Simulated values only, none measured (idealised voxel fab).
Process module in this document: voxel air gaps
Xsec cut, 210 nm wide, square cell size 5 nm.
Think of the cross-section as a grid of square cells. We describe it in bands, top to bottom, and each band covers one or more rows of those cells.
For a band, the entry starts with two heights in nm, that of the top and then that of the bottom, and carries on with the band's materials in order from left to right, each alongside its width in nm; the word "throughout" beside a single material means it fills the band edge to edge, and "empty" means empty space.
Zero point of the height axis is 0; under it, received wafer = one material. Lowest band: continues down indefinitely, "from 0 down".
Width: "30->40" (first number = top row, second number = bottom row, same change from row to row of cells).
Where the words "remained the same" appear for a step, the cross-section shows no cell changed by that step; every cell remained as before.
Reported under the label "Cavities, closed" are the empty spaces having no open way to the top and comprising 8 cells or more; the notation for each is width x height at distance, in which the distance is measured from the left edge and all three values are in nm.
Anything after a step's settings on that line? It's the simulator's own note about the step.
"overlay nm" on a masked step: distance the mask lay right of its planned place, negative for left.

Steps in the process plan:
1. RECEIVE with material Si
2. CONFORMAL_DEP with material SiO2, thk nm 10
3. CONFORMAL_DEP with material SiCN, thk nm 5
4. DIRECTIONAL_DEP with material SiO2, thk nm 35
5. PATTERN with tone open, mask id LINES, material resist, width nm 15, pitch nm 40, thk nm 15, overlay nm 0
6. DIRECTIONAL_ETCH with etch materials SiO2, depth nm 35
7. STRIP with etch materials resist
8. CONFORMAL_DEP with material TiN, thk nm 5
9. FILL_DEP with material Cu, thk nm 10
10. CMP with height nm 50
11. EPI with material Ru, thk nm 10
12. SELECTIVE_ETCH with etch materials SiO2, depth nm 45
13. CONFORMAL_DEP with material SiCN, thk nm 5

Cross-section of the incoming wafer, state after step 1:
	from 0 down | Si throughout
	Cavities, closed: none

The module was run from the start shown above using the plan shown above, but one mistake was made doing it; the resulting wafer cross-section is below:
	from 75 to 70 | empty (30)  SiCN (145)  empty (35)
	from 70 to 50 | empty (30)  SiCN (5)  Ru (135)  SiCN (5)  empty (35)
	from 50 to 45 | empty (30)  SiCN (25)  TiN (5)  Cu (5)  TiN (5)  SiO2 (25)  TiN (5)  Cu (5)  TiN (5)  SiO2 (25)  TiN (5)  Cu (5)  TiN (5)  SiCN (25)  empty (35)
	from 45 to 20 | empty (50)  SiCN (5)  TiN (5)  Cu (5)  TiN (5)  SiO2 (25)  TiN (5)  Cu (5)  TiN (5)  SiO2 (25)  TiN (5)  Cu (5)  TiN (5)  SiCN (5)  empty (55)
	from 20 to 15 | SiCN (55)  TiN (15)  SiO2 (25)  TiN (15)  SiO2 (25)  TiN (15)  SiCN (60)
	from 15 to 10 | SiCN throughout
	from 10 to 0 | SiO2 throughout
	from 0 down | Si throughout
	Cavities, closed: none
Plan not followed: the plan had its step 11 run twice
